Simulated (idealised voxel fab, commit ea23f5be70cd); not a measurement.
Module name: voxel tone inversion (process module)
We display cut, a cross-section 240 nm in width whose square cells are each 5 nm.
Bands, listed from the top down, are how a cross-section gets written in this document; the cross-section itself is a grid of square cells, and a band is one or more rows of them. The band entry comprises the height of the band's top followed by the height of its bottom, expressed in nm, and subsequently the band's materials from left to right, each stated together with its width in nm. Where a single material is marked with the word "everywhere", that material fills the band from edge to edge. The word "blank" represents empty space. Convention: height 0 is the level below which the wafer, as received, is all one material. The lowest band does not terminate at the bottom but continues downward, represented as "z 0 and below". Width spec "30 to 40" -> top row of cells at first value, bottom row at second value, equal per-row change in between. Step note "everything unchanged" = no cross-section cell changed. "Sealed void inventory" contains a list of empty spaces, each no smaller than 8 cells and without an open way to the top, written in the form width x height at distance with the distance from the left edge and all three in nm. Formally, on a step line, whatever follows the settings is a remark that the simulator itself makes on the step. overlay nm: how far to the right of its planned place the mask lay on this masked step (negative: to the left).
Steps in the process plan:
1. RECEIVE | material Si
2. CONFORMAL_DEP | material SiN | thk nm 10
3. DIRECTIONAL_DEP | material aC | thk nm 25
4. PATTERN | tone cover | mask id POSTS | material resist | width nm 15 | pitch nm 50 | thk nm 35 | overlay nm 0
5. DIRECTIONAL_ETCH | etch materials aC | depth nm 25
6. STRIP | etch materials resist
7. FILL_DEP | material lowk | thk nm 5
8. CMP | height nm 35
9. STRIP | etch materials aC
10. CONFORMAL_DEP | material TiN | thk nm 5
11. FILL_DEP | material Ru | thk nm 10
12. CMP | height nm 35
13. CONFORMAL_DEP | material SiN | thk nm 5
Among the wafers covered here, the point of difference is the width nm at step 4; their starting state is shared, and the plan presents the value of the first wafer.
Here's the first of the wafers in cross-section, just as we got it, i.e. after step 1:
- z 0 and below = Si everywhere
- Sealed void inventory: none
Table: wafers, a row each; end-of-module cell change per material since receipt, gain (+), loss (-); then closed voids:
width nm 15; +16 Ru; +144 SiN; +44 TiN; +180 lowk; Sealed void inventory: none
width nm 20; +32 Ru; +144 SiN; +48 TiN; +160 lowk; Sealed void inventory: none
width nm 25; +48 Ru; +144 SiN; +52 TiN; +140 lowk; Sealed void inventory: none
width nm 30; +64 Ru; +144 SiN; +56 TiN; +120 lowk; Sealed void inventory: none
width nm 35; +80 Ru; +144 SiN; +60 TiN; +100 lowk; Sealed void inventory: none
